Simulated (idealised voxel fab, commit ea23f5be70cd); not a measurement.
This section sets out a process module, namely voxel wiring stack.
cross-section cut | 180 nm wide | cells 5 nm
Heads up, the way a cross-section reads in here is a grid of square cells, handed over as bands from the top down, with every band being one or more rows of cells. The entry gives the band's vertical extent as a top height and a bottom height in nm, then its horizontal make-up as materials from left to right, each with a width in nm. "blank" stands for empty space; a single material marked "everywhere" fills the band edge to edge. Heights are expressed relative to 0, this being the level below which the as-received wafer comprises one material exclusively. The lowest band is unbounded in the downward direction and is denoted as in "from 0 down". It should be noted that a width expressed as "30 to 40" varies in equal increments from row to row of cells within the band, taking the value of the first number at the top row and that of the second number at the bottom row. A step reported as "nothing changed" is a step in which no cell of the cross-section changed. Each empty space that has no open way to the top and spans at least 8 cells appears under "Sealed void listing" as width x height at distance, the distance counted from the left edge, all in nm. Post-settings text on a step line: simulator's own remark regarding the step. overlay nm, on a step with a mask: how far to the right of its planned place the mask lay; to the left if negative.
This section lists the process steps that were planned:
1: RECEIVE,material Si
2: CONFORMAL_DEP,material SiO2,thk nm 10
3: DIRECTIONAL_DEP,material TiN,thk nm 5
4: DIRECTIONAL_DEP,material W,thk nm 25
5: DIRECTIONAL_DEP,material aC,thk nm 10
6: PATTERN,tone cover,mask id METAL_1,material resist,width nm 25,pitch nm 45,thk nm 30,overlay nm 0
7: DIRECTIONAL_ETCH,etch materials aC,depth nm 10
8: STRIP,etch materials resist
9: DIRECTIONAL_ETCH,etch materials W,depth nm 25
10: DIRECTIONAL_ETCH,etch materials TiN,depth nm 5
11: STRIP,etch materials aC
12: CONFORMAL_DEP,material SiN,thk nm 5
13: FILL_DEP,material lowk,thk nm 10
14: CMP,height nm 40
15: CONFORMAL_DEP,material SiCN,thk nm 5
16: DIRECTIONAL_DEP,material lowk,thk nm 30
17: DIRECTIONAL_DEP,material aC,thk nm 15
18: PATTERN,tone open,mask id METAL_2_HOLES,material resist,width nm 15,pitch nm 45,thk nm 35,overlay nm 0
19: DIRECTIONAL_ETCH,etch materials aC,depth nm 15
20: STRIP,etch materials resist
21: DIRECTIONAL_ETCH,etch materials lowk,depth nm 30
22: STRIP,etch materials aC
23: DIRECTIONAL_DEP,material aC,thk nm 15
24: PATTERN,tone open,mask id METAL_2,material resist,width nm 25,pitch nm 45,thk nm 30,overlay nm 0
25: DIRECTIONAL_ETCH,etch materials aC,depth nm 15
26: STRIP,etch materials resist
27: DIRECTIONAL_ETCH,etch materials lowk,depth nm 20
28: DIRECTIONAL_ETCH,etch materials SiCN,depth nm 5
29: STRIP,etch materials aC
30: CONFORMAL_DEP,material TiN,thk nm 5
31: FILL_DEP,material Cu,thk nm 5
32: CMP,height nm 75
33: CONFORMAL_DEP,material SiCN,thk nm 5
34: DIRECTIONAL_DEP,material lowk,thk nm 25
35: DIRECTIONAL_DEP,material aC,thk nm 10
36: PATTERN,tone open,mask id METAL_3_HOLES,material resist,width nm 15,thk nm 25,overlay nm 0
37: DIRECTIONAL_ETCH,etch materials aC,depth nm 10
38: STRIP,etch materials resist
39: DIRECTIONAL_ETCH,etch materials lowk,depth nm 25
40: STRIP,etch materials aC
41: PATTERN,tone open,mask id METAL_3,material resist,width nm 25,pitch nm 45,thk nm 20,overlay nm 0
42: DIRECTIONAL_ETCH,etch materials lowk,depth nm 15
43: DIRECTIONAL_ETCH,etch materials SiCN,depth nm 5
44: STRIP,etch materials resist
45: CONFORMAL_DEP,material TiN,thk nm 5
46: FILL_DEP,material Cu,thk nm 10
47: CMP,height nm 105
48: CONFORMAL_DEP,material SiCN,thk nm 5
49: DIRECTIONAL_DEP,material SiO2,thk nm 25
50: MASKED_ETCH,tone open,mask id METAL_4_HOLES,width nm 15,etch materials SiO2,depth nm 25,overlay nm 0
51: DIRECTIONAL_DEP,material aC,thk nm 15
52: PATTERN,tone open,mask id METAL_4,material resist,width nm 25,pitch nm 45,thk nm 35,overlay nm 0
53: DIRECTIONAL_ETCH,etch materials aC,depth nm 15
54: STRIP,etch materials resist
55: DIRECTIONAL_ETCH,etch materials SiO2,depth nm 15
56: DIRECTIONAL_ETCH,etch materials SiCN,depth nm 5
57: STRIP,etch materials aC
58: CONFORMAL_DEP,material TiN,thk nm 5
59: FILL_DEP,material Cu,thk nm 5
60: CMP,height nm 135
61: CONFORMAL_DEP,material SiCN,thk nm 5
Below: the first of two wafers, run as planned:
Cross-section: wafer on arrival = after step 1:
* from 0 down  Si everywhere
* Sealed void listing: none
The wafer, seen in cross-section, after step 2:
* from 10 to 0  SiO2 everywhere
* Lower than 0, everything is as it was.
The wafer, seen in cross-section, after step 3:
* from 15 to 10  TiN everywhere
* Lower than 10, everything is as it was.
The wafer, seen in cross-section, after step 4:
* from 40 to 15  W everywhere
* Lower than 15, everything is as it was.
The wafer, seen in cross-section, after step 5:
* from 50 to 40  aC everywhere
* Lower than 40, everything is as it was.
The wafer, seen in cross-section, after step 6:
* from 80 to 50  blank=55, resist=25, blank=20, resist=25, blank=55
* Lower than 50, everything is as it was.
The wafer, seen in cross-section, after step 7:
* from 70 to 50  blank=55, resist=25, blank=20, resist=25, blank=55
* from 50 to 40  blank=55, aC=25, blank=20, aC=25, blank=55
* Lower than 40, everything is as it was.
The wafer, seen in cross-section, after step 8:
* from 50 to 40  blank=55, aC=25, blank=20, aC=25, blank=55
* Lower than 40, everything is as it was.
The wafer, seen in cross-section, after step 9:
* from 50 to 40  blank=55, aC=25, blank=20, aC=25, blank=55
* from 40 to 15  blank=55, W=25, blank=20, W=25, blank=55
* Lower than 15, everything is as it was.
The wafer, seen in cross-section, after step 10:
* from 50 to 40  blank=55, aC=25, blank=20, aC=25, blank=55
* from 40 to 15  blank=55, W=25, blank=20, W=25, blank=55
* from 15 to 10  blank=55, TiN=25, blank=20, TiN=25, blank=55
* Lower than 10, everything is as it was.
The wafer, seen in cross-section, after step 11:
* from 40 to 15  blank=55, W=25, blank=20, W=25, blank=55
* Lower than 15, everything is as it was.
The wafer, seen in cross-section, after step 12:
* from 45 to 40  blank=50, SiN=35, blank=10, SiN=35, blank=50
* from 40 to 15  blank=50, SiN=5, W=25, SiN=5, blank=10, SiN=5, W=25, SiN=5, blank=50
* from 15 to 10  SiN=55, TiN=25, SiN=20, TiN=25, SiN=55
* Lower than 10, everything is as it was.
The wafer, seen in cross-section, after step 13:
* from 55 to 45  lowk everywhere
* from 45 to 40  lowk=50, SiN=35, lowk=10, SiN=35, lowk=50
* from 40 to 15  lowk=50, SiN=5, W=25, SiN=5, lowk=10, SiN=5, W=25, SiN=5, lowk=50
* Lower than 15, everything is as it was.
The wafer, seen in cross-section, after step 14:
* from 40 to 15  lowk=50, SiN=5, W=25, SiN=5, lowk=10, SiN=5, W=25, SiN=5, lowk=50
* Lower than 15, everything is as it was.
The wafer, seen in cross-section, after step 15:
* from 45 to 40  SiCN everywhere
* Lower than 40, everything is as it was.
The wafer, seen in cross-section, after step 16:
* from 75 to 45  lowk everywhere
* Lower than 45, everything is as it was.
The wafer, seen in cross-section, after step 17:
* from 90 to 75  aC everywhere
* Lower than 75, everything is as it was.
The wafer, seen in cross-section, after step 18:
* from 125 to 90  resist=55, blank=15, resist=30, blank=15, resist=65
* Lower than 90, everything is as it was.
The wafer, seen in cross-section, after step 19:
* from 110 to 90  resist=55, blank=15, resist=30, blank=15, resist=65
* from 90 to 75  aC=55, blank=15, aC=30, blank=15, aC=65
* Lower than 75, everything is as it was.
The wafer, seen in cross-section, after step 20:
* from 90 to 75  aC=55, blank=15, aC=30, blank=15, aC=65
* Lower than 75, everything is as it was.
The wafer, seen in cross-section, after step 21:
* from 90 to 75  aC=55, blank=15, aC=30, blank=15, aC=65
* from 75 to 45  lowk=55, blank=15, lowk=30, blank=15, lowk=65
* Lower than 45, everything is as it was.
The wafer, seen in cross-section, after step 22:
* from 75 to 45  lowk=55, blank=15, lowk=30, blank=15, lowk=65
* Lower than 45, everything is as it was.
The wafer, seen in cross-section, after step 23:
* from 90 to 75  aC=55, blank=15, aC=30, blank=15, aC=65
* from 75 to 60  lowk=55, blank=15, lowk=30, blank=15, lowk=65
* from 60 to 45  lowk=55, aC=15, lowk=30, aC=15, lowk=65
* Lower than 45, everything is as it was.
The wafer, seen in cross-section, after step 24:
* from 120 to 90  resist=55, blank=25, resist=20, blank=25, resist=55
* Lower than 90, everything is as it was.
The wafer, seen in cross-section, after step 25:
* from 105 to 90  resist=55, blank=25, resist=20, blank=25, resist=55
* from 90 to 75  aC=55, blank=25, aC=20, blank=25, aC=55
* from 75 to 45  lowk=55, blank=15, lowk=30, blank=15, lowk=65
* Lower than 45, everything is as it was.
The wafer, seen in cross-section, after step 26:
* from 90 to 75  aC=55, blank=25, aC=20, blank=25, aC=55
* Lower than 75, everything is as it was.
The wafer, seen in cross-section, after step 27:
* from 90 to 75  aC=55, blank=25, aC=20, blank=25, aC=55
* from 75 to 55  lowk=55, blank=25, lowk=20, blank=25, lowk=55
* Lower than 55, everything is as it was.
The wafer, seen in cross-section, after step 28:
* from 90 to 75  aC=55, blank=25, aC=20, blank=25, aC=55
* from 75 to 55  lowk=55, blank=25, lowk=20, blank=25, lowk=55
* from 55 to 45  lowk=55, blank=15, lowk=30, blank=15, lowk=65
* from 45 to 40  SiCN=55, blank=15, SiCN=30, blank=15, SiCN=65
* Lower than 40, everything is as it was.
The wafer, seen in cross-section, after step 29:
* from 75 to 55  lowk=55, blank=25, lowk=20, blank=25, lowk=55
* Lower than 55, everything is as it was.
The wafer, seen in cross-section, after step 30:
* from 80 to 75  TiN=60, blank=15, TiN=30, blank=15, TiN=60
* from 75 to 60  lowk=55, TiN=5, blank=15, TiN=5, lowk=20, TiN=5, blank=15, TiN=5, lowk=55
* from 60 to 55  lowk=55, TiN=5, blank=5, TiN=15, lowk=20, TiN=5, blank=5, TiN=15, lowk=55
* from 55 to 45  lowk=55, TiN=5, blank=5, TiN=5, lowk=30, TiN=5, blank=5, TiN=5, lowk=65
* from 45 to 40  SiCN=55, TiN=15, SiCN=30, TiN=15, SiCN=65
* Lower than 40, everything is as it was.
The wafer, seen in cross-section, after step 31:
* from 85 to 80  Cu everywhere
* from 80 to 75  TiN=60, Cu=15, TiN=30, Cu=15, TiN=60
* from 75 to 60  lowk=55, TiN=5, Cu=15, TiN=5, lowk=20, TiN=5, Cu=15, TiN=5, lowk=55
* from 60 to 55  lowk=55, TiN=5, Cu=5, TiN=15, lowk=20, TiN=5, Cu=5, TiN=15, lowk=55
* from 55 to 45  lowk=55, TiN=5, Cu=5, TiN=5, lowk=30, TiN=5, Cu=5, TiN=5, lowk=65
* Lower than 45, everything is as it was.
The wafer, seen in cross-section, after step 32:
* from 75 to 60  lowk=55, TiN=5, Cu=15, TiN=5, lowk=20, TiN=5, Cu=15, TiN=5, lowk=55
* Lower than 60, everything is as it was.
The wafer, seen in cross-section, after step 33:
* from 80 to 75  SiCN everywhere
* Lower than 75, everything is as it was.
The wafer, seen in cross-section, after step 34:
* from 105 to 80  lowk everywhere
* Lower than 80, everything is as it was.
The wafer, seen in cross-section, after step 35:
* from 115 to 105  aC everywhere
* Lower than 105, everything is as it was.
The wafer, seen in cross-section, after step 36:
* from 140 to 115  resist=55, blank=15, resist=110
* Lower than 115, everything is as it was.
The wafer, seen in cross-section, after step 37:
* from 130 to 115  resist=55, blank=15, resist=110
* from 115 to 105  aC=55, blank=15, aC=110
* Lower than 105, everything is as it was.
The wafer, seen in cross-section, after step 38:
* from 115 to 105  aC=55, blank=15, aC=110
* Lower than 105, everything is as it was.
The wafer, seen in cross-section, after step 39:
* from 115 to 105  aC=55, blank=15, aC=110
* from 105 to 80  lowk=55, blank=15, lowk=110
* Lower than 80, everything is as it was.
The wafer, seen in cross-section, after step 40:
* from 105 to 80  lowk=55, blank=15, lowk=110
* Lower than 80, everything is as it was.
The wafer, seen in cross-section, after step 41:
* from 125 to 105  resist=55, blank=25, resist=20, blank=25, resist=55
* Lower than 105, everything is as it was.
The wafer, seen in cross-section, after step 42:
* from 125 to 105  resist=55, blank=25, resist=20, blank=25, resist=55
* from 105 to 90  lowk=55, blank=25, lowk=20, blank=25, lowk=55
* Lower than 90, everything is as it was.
The wafer, seen in cross-section, after step 43:
* from 125 to 105  resist=55, blank=25, resist=20, blank=25, resist=55
* from 105 to 90  lowk=55, blank=25, lowk=20, blank=25, lowk=55
* from 90 to 80  lowk=55, blank=15, lowk=110
* from 80 to 75  SiCN=55, blank=15, SiCN=110
* Lower than 75, everything is as it was.
The wafer, seen in cross-section, after step 44:
* from 105 to 90  lowk=55, blank=25, lowk=20, blank=25, lowk=55
* Lower than 90, everything is as it was.
The wafer, seen in cross-section, after step 45:
* from 110 to 105  TiN=60, blank=15, TiN=30, blank=15, TiN=60
* from 105 to 95  lowk=55, TiN=5, blank=15, TiN=5, lowk=20, TiN=5, blank=15, TiN=5, lowk=55
* from 95 to 90  lowk=55, TiN=5, blank=5, TiN=15, lowk=20, TiN=25, lowk=55
* from 90 to 80  lowk=55, TiN=5, blank=5, TiN=5, lowk=110
* from 80 to 75  SiCN=55, TiN=15, SiCN=110
* Lower than 75, everything is as it was.
The wafer, seen in cross-section, after step 46:
* from 120 to 110  Cu everywhere
* from 110 to 105  TiN=60, Cu=15, TiN=30, Cu=15, TiN=60
* from 105 to 95  lowk=55, TiN=5, Cu=15, TiN=5, lowk=20, TiN=5, Cu=15, TiN=5, lowk=55
* from 95 to 90  lowk=55, TiN=5, Cu=5, TiN=15, lowk=20, TiN=25, lowk=55
* from 90 to 80  lowk=55, TiN=5, Cu=5, TiN=5, lowk=110
* Lower than 80, everything is as it was.
The wafer, seen in cross-section, after step 47:
* from 105 to 95  lowk=55, TiN=5, Cu=15, TiN=5, lowk=20, TiN=5, Cu=15, TiN=5, lowk=55
* Lower than 95, everything is as it was.
The wafer, seen in cross-section, after step 48:
* from 110 to 105  SiCN everywhere
* Lower than 105, everything is as it was.
The wafer, seen in cross-section, after step 49:
* from 135 to 110  SiO2 everywhere
* Lower than 110, everything is as it was.
The wafer, seen in cross-section, after step 50:
* from 135 to 110  SiO2=55, blank=15, SiO2=110
* Lower than 110, everything is as it was.
The wafer, seen in cross-section, after step 51:
* from 150 to 135  aC=55, blank=15, aC=110
* from 135 to 125  SiO2=55, blank=15, SiO2=110
* from 125 to 110  SiO2=55, aC=15, SiO2=110
* Lower than 110, everything is as it was.
The wafer, seen in cross-section, after step 52:
* from 185 to 150  resist=55, blank=25, resist=20, blank=25, resist=55
* Lower than 150, everything is as it was.
The wafer, seen in cross-section, after step 53:
* from 170 to 150  resist=55, blank=25, resist=20, blank=25, resist=55
* from 150 to 135  aC=55, blank=25, aC=20, blank=25, aC=55
* from 135 to 110  SiO2=55, blank=15, SiO2=110
* Lower than 110, everything is as it was.
The wafer, seen in cross-section, after step 54:
* from 150 to 135  aC=55, blank=25, aC=20, blank=25, aC=55
* Lower than 135, everything is as it was.
The wafer, seen in cross-section, after step 55:
* from 150 to 135  aC=55, blank=25, aC=20, blank=25, aC=55
* from 135 to 120  SiO2=55, blank=25, SiO2=20, blank=25, SiO2=55
* Lower than 120, everything is as it was.
The wafer, seen in cross-section, after step 56:
* from 150 to 135  aC=55, blank=25, aC=20, blank=25, aC=55
* from 135 to 120  SiO2=55, blank=25, SiO2=20, blank=25, SiO2=55
* from 120 to 110  SiO2=55, blank=15, SiO2=110
* from 110 to 105  SiCN=55, blank=15, SiCN=110
* Lower than 105, everything is as it was.
The wafer, seen in cross-section, after step 57:
* from 135 to 120  SiO2=55, blank=25, SiO2=20, blank=25, SiO2=55
* Lower than 120, everything is as it was.
The wafer, seen in cross-section, after step 58:
* from 140 to 135  TiN=60, blank=15, TiN=30, blank=15, TiN=60
* from 135 to 125  SiO2=55, TiN=5, blank=15, TiN=5, SiO2=20, TiN=5, blank=15, TiN=5, SiO2=55
* from 125 to 120  SiO2=55, TiN=5, blank=5, TiN=15, SiO2=20, TiN=25, SiO2=55
* from 120 to 110  SiO2=55, TiN=5, blank=5, TiN=5, SiO2=110
* from 110 to 105  SiCN=55, TiN=15, SiCN=110
* Lower than 105, everything is as it was.
The wafer, seen in cross-section, after step 59:
* from 145 to 140  Cu everywhere
* from 140 to 135  TiN=60, Cu=15, TiN=30, Cu=15, TiN=60
* from 135 to 125  SiO2=55, TiN=5, Cu=15, TiN=5, SiO2=20, TiN=5, Cu=15, TiN=5, SiO2=55
* from 125 to 120  SiO2=55, TiN=5, Cu=5, TiN=15, SiO2=20, TiN=25, SiO2=55
* from 120 to 110  SiO2=55, TiN=5, Cu=5, TiN=5, SiO2=110
* Lower than 110, everything is as it was.
The wafer, seen in cross-section, after step 60:
* from 135 to 125  SiO2=55, TiN=5, Cu=15, TiN=5, SiO2=20, TiN=5, Cu=15, TiN=5, SiO2=55
* Lower than 125, everything is as it was.
The wafer, seen in cross-section, after step 61:
* from 140 to 135  SiCN everywhere
* Lower than 135, everything is as it was.
Second of two: same start, same plan, one run error; steps up to and including 15 match the first:
Second wafer shown in cross-section at the time step 16 was slated to end:
* from 105 to 45  lowk everywhere
* Lower than 45, everything is as it was.
Second wafer shown in cross-section at the time step 17 was slated to end:
* from 120 to 105  aC everywhere
* Lower than 105, everything is as it was.
Second wafer shown in cross-section at the time step 18 was slated to end:
* from 155 to 120  resist=55, blank=15, resist=30, blank=15, resist=65
* Lower than 120, everything is as it was.
Second wafer shown in cross-section at the time step 19 was slated to end:
* from 140 to 120  resist=55, blank=15, resist=30, blank=15, resist=65
* from 120 to 105  aC=55, blank=15, aC=30, blank=15, aC=65
* Lower than 105, everything is as it was.
Second wafer shown in cross-section at the time step 20 was slated to end:
* from 120 to 105  aC=55, blank=15, aC=30, blank=15, aC=65
* Lower than 105, everything is as it was.
Second wafer shown in cross-section at the time step 21 was slated to end:
* from 120 to 105  aC=55, blank=15, aC=30, blank=15, aC=65
* from 105 to 75  lowk=55, blank=15, lowk=30, blank=15, lowk=65
* Lower than 75, everything is as it was.
Second wafer shown in cross-section at the time step 22 was slated to end:
* from 105 to 75  lowk=55, blank=15, lowk=30, blank=15, lowk=65
* Lower than 75, everything is as it was.
Second wafer shown in cross-section at the time step 23 was slated to end:
* from 120 to 105  aC=55, blank=15, aC=30, blank=15, aC=65
* from 105 to 90  lowk=55, blank=15, lowk=30, blank=15, lowk=65
* from 90 to 75  lowk=55, aC=15, lowk=30, aC=15, lowk=65
* Lower than 75, everything is as it was.
Second wafer shown in cross-section at the time step 24 was slated to end:
* from 150 to 120  resist=55, blank=25, resist=20, blank=25, resist=55
* Lower than 120, everything is as it was.
Second wafer shown in cross-section at the time step 25 was slated to end:
* from 135 to 120  resist=55, blank=25, resist=20, blank=25, resist=55
* from 120 to 105  aC=55, blank=25, aC=20, blank=25, aC=55
* from 105 to 75  lowk=55, blank=15, lowk=30, blank=15, lowk=65
* Lower than 75, everything is as it was.
Second wafer shown in cross-section at the time step 26 was slated to end:
* from 120 to 105  aC=55, blank=25, aC=20, blank=25, aC=55
* Lower than 105, everything is as it was.
Second wafer shown in cross-section at the time step 27 was slated to end:
* from 120 to 105  aC=55, blank=25, aC=20, blank=25, aC=55
* from 105 to 85  lowk=55, blank=25, lowk=20, blank=25, lowk=55
* from 85 to 55  lowk=55, blank=15, lowk=30, blank=15, lowk=65
* Lower than 55, everything is as it was.
Second wafer shown in cross-section at the time step 28 was slated to end: nothing changed
Second wafer shown in cross-section at the time step 29 was slated to end:
* from 105 to 85  lowk=55, blank=25, lowk=20, blank=25, lowk=55
* Lower than 85, everything is as it was.
Second wafer shown in cross-section at the time step 30 was slated to end:
* from 110 to 105  TiN=60, blank=15, TiN=30, blank=15, TiN=60
* from 105 to 90  lowk=55, TiN=5, blank=15, TiN=5, lowk=20, TiN=5, blank=15, TiN=5, lowk=55
* from 90 to 85  lowk=55, TiN=5, blank=5, TiN=15, lowk=20, TiN=5, blank=5, TiN=15, lowk=55
* from 85 to 60  lowk=55, TiN=5, blank=5, TiN=5, lowk=30, TiN=5, blank=5, TiN=5, lowk=65
* from 60 to 55  lowk=55, TiN=15, lowk=30, TiN=15, lowk=65
* Lower than 55, everything is as it was.
Second wafer shown in cross-section at the time step 31 was slated to end:
* from 115 to 110  Cu everywhere
* from 110 to 105  TiN=60, Cu=15, TiN=30, Cu=15, TiN=60
* from 105 to 90  lowk=55, TiN=5, Cu=15, TiN=5, lowk=20, TiN=5, Cu=15, TiN=5, lowk=55
* from 90 to 85  lowk=55, TiN=5, Cu=5, TiN=15, lowk=20, TiN=5, Cu=5, TiN=15, lowk=55
* from 85 to 60  lowk=55, TiN=5, Cu=5, TiN=5, lowk=30, TiN=5, Cu=5, TiN=5, lowk=65
* Lower than 60, everything is as it was.
Second wafer shown in cross-section at the time step 32 was slated to end:
* from 75 to 60  lowk=55, TiN=5, Cu=5, TiN=5, lowk=30, TiN=5, Cu=5, TiN=5, lowk=65
* Lower than 60, everything is as it was.
Second wafer shown in cross-section at the time step 33 was slated to end:
* from 80 to 75  SiCN everywhere
* Lower than 75, everything is as it was.
Second wafer shown in cross-section at the time step 34 was slated to end:
* from 105 to 80  lowk everywhere
* Lower than 80, everything is as it was.
Second wafer shown in cross-section at the time step 35 was slated to end:
* from 115 to 105  aC everywhere
* Lower than 105, everything is as it was.
Second wafer shown in cross-section at the time step 36 was slated to end:
* from 140 to 115  resist=55, blank=15, resist=110
* Lower than 115, everything is as it was.
Second wafer shown in cross-section at the time step 37 was slated to end:
* from 130 to 115  resist=55, blank=15, resist=110
* from 115 to 105  aC=55, blank=15, aC=110
* Lower than 105, everything is as it was.
Second wafer shown in cross-section at the time step 38 was slated to end:
* from 115 to 105  aC=55, blank=15, aC=110
* Lower than 105, everything is as it was.
Second wafer shown in cross-section at the time step 39 was slated to end:
* from 115 to 105  aC=55, blank=15, aC=110
* from 105 to 80  lowk=55, blank=15, lowk=110
* Lower than 80, everything is as it was.
Second wafer shown in cross-section at the time step 40 was slated to end:
* from 105 to 80  lowk=55, blank=15, lowk=110
* Lower than 80, everything is as it was.
Second wafer shown in cross-section at the time step 41 was slated to end:
* from 125 to 105  resist=55, blank=25, resist=20, blank=25, resist=55
* Lower than 105, everything is as it was.
Second wafer shown in cross-section at the time step 42 was slated to end:
* from 125 to 105  resist=55, blank=25, resist=20, blank=25, resist=55
* from 105 to 90  lowk=55, blank=25, lowk=20, blank=25, lowk=55
* Lower than 90, everything is as it was.
Second wafer shown in cross-section at the time step 43 was slated to end:
* from 125 to 105  resist=55, blank=25, resist=20, blank=25, resist=55
* from 105 to 90  lowk=55, blank=25, lowk=20, blank=25, lowk=55
* from 90 to 80  lowk=55, blank=15, lowk=110
* from 80 to 75  SiCN=55, blank=15, SiCN=110
* Lower than 75, everything is as it was.
Second wafer shown in cross-section at the time step 44 was slated to end:
* from 105 to 90  lowk=55, blank=25, lowk=20, blank=25, lowk=55
* Lower than 90, everything is as it was.
Second wafer shown in cross-section at the time step 45 was slated to end:
* from 110 to 105  TiN=60, blank=15, TiN=30, blank=15, TiN=60
* from 105 to 95  lowk=55, TiN=5, blank=15, TiN=5, lowk=20, TiN=5, blank=15, TiN=5, lowk=55
* from 95 to 90  lowk=55, TiN=5, blank=5, TiN=15, lowk=20, TiN=25, lowk=55
* from 90 to 80  lowk=55, TiN=5, blank=5, TiN=5, lowk=110
* from 80 to 75  SiCN=55, TiN=15, SiCN=110
* Lower than 75, everything is as it was.
Second wafer shown in cross-section at the time step 46 was slated to end:
* from 120 to 110  Cu everywhere
* from 110 to 105  TiN=60, Cu=15, TiN=30, Cu=15, TiN=60
* from 105 to 95  lowk=55, TiN=5, Cu=15, TiN=5, lowk=20, TiN=5, Cu=15, TiN=5, lowk=55
* from 95 to 90  lowk=55, TiN=5, Cu=5, TiN=15, lowk=20, TiN=25, lowk=55
* from 90 to 80  lowk=55, TiN=5, Cu=5, TiN=5, lowk=110
* Lower than 80, everything is as it was.
Second wafer shown in cross-section at the time step 47 was slated to end:
* from 105 to 95  lowk=55, TiN=5, Cu=15, TiN=5, lowk=20, TiN=5, Cu=15, TiN=5, lowk=55
* Lower than 95, everything is as it was.
Second wafer shown in cross-section at the time step 48 was slated to end:
* from 110 to 105  SiCN everywhere
* Lower than 105, everything is as it was.
Second wafer shown in cross-section at the time step 49 was slated to end:
* from 135 to 110  SiO2 everywhere
* Lower than 110, everything is as it was.
Second wafer shown in cross-section at the time step 50 was slated to end:
* from 135 to 110  SiO2=55, blank=15, SiO2=110
* Lower than 110, everything is as it was.
Second wafer shown in cross-section at the time step 51 was slated to end:
* from 150 to 135  aC=55, blank=15, aC=110
* from 135 to 125  SiO2=55, blank=15, SiO2=110
* from 125 to 110  SiO2=55, aC=15, SiO2=110
* Lower than 110, everything is as it was.
Second wafer shown in cross-section at the time step 52 was slated to end:
* from 185 to 150  resist=55, blank=25, resist=20, blank=25, resist=55
* Lower than 150, everything is as it was.
Second wafer shown in cross-section at the time step 53 was slated to end:
* from 170 to 150  resist=55, blank=25, resist=20, blank=25, resist=55
* from 150 to 135  aC=55, blank=25, aC=20, blank=25, aC=55
* from 135 to 110  SiO2=55, blank=15, SiO2=110
* Lower than 110, everything is as it was.
Second wafer shown in cross-section at the time step 54 was slated to end:
* from 150 to 135  aC=55, blank=25, aC=20, blank=25, aC=55
* Lower than 135, everything is as it was.
Second wafer shown in cross-section at the time step 55 was slated to end:
* from 150 to 135  aC=55, blank=25, aC=20, blank=25, aC=55
* from 135 to 120  SiO2=55, blank=25, SiO2=20, blank=25, SiO2=55
* Lower than 120, everything is as it was.
Second wafer shown in cross-section at the time step 56 was slated to end:
* from 150 to 135  aC=55, blank=25, aC=20, blank=25, aC=55
* from 135 to 120  SiO2=55, blank=25, SiO2=20, blank=25, SiO2=55
* from 120 to 110  SiO2=55, blank=15, SiO2=110
* from 110 to 105  SiCN=55, blank=15, SiCN=110
* Lower than 105, everything is as it was.
Second wafer shown in cross-section at the time step 57 was slated to end:
* from 135 to 120  SiO2=55, blank=25, SiO2=20, blank=25, SiO2=55
* Lower than 120, everything is as it was.
Second wafer shown in cross-section at the time step 58 was slated to end:
* from 140 to 135  TiN=60, blank=15, TiN=30, blank=15, TiN=60
* from 135 to 125  SiO2=55, TiN=5, blank=15, TiN=5, SiO2=20, TiN=5, blank=15, TiN=5, SiO2=55
* from 125 to 120  SiO2=55, TiN=5, blank=5, TiN=15, SiO2=20, TiN=25, SiO2=55
* from 120 to 110  SiO2=55, TiN=5, blank=5, TiN=5, SiO2=110
* from 110 to 105  SiCN=55, TiN=15, SiCN=110
* Lower than 105, everything is as it was.
Second wafer shown in cross-section at the time step 59 was slated to end:
* from 145 to 140  Cu everywhere
* from 140 to 135  TiN=60, Cu=15, TiN=30, Cu=15, TiN=60
* from 135 to 125  SiO2=55, TiN=5, Cu=15, TiN=5, SiO2=20, TiN=5, Cu=15, TiN=5, SiO2=55
* from 125 to 120  SiO2=55, TiN=5, Cu=5, TiN=15, SiO2=20, TiN=25, SiO2=55
* from 120 to 110  SiO2=55, TiN=5, Cu=5, TiN=5, SiO2=110
* Lower than 110, everything is as it was.
Second wafer shown in cross-section at the time step 60 was slated to end:
* from 135 to 125  SiO2=55, TiN=5, Cu=15, TiN=5, SiO2=20, TiN=5, Cu=15, TiN=5, SiO2=55
* Lower than 125, everything is as it was.
Second wafer shown in cross-section at the time step 61 was slated to end:
* from 140 to 135  SiCN everywhere
* Lower than 135, everything is as it was.
Misprocessing identified: execution of plan step 16 occurred twice
Upon completion, the second wafer contains, in terms of cells, a greater or smaller amount of certain materials than the first wafer: -18 Cu, +6 SiCN, -16 TiN, +28 lowk
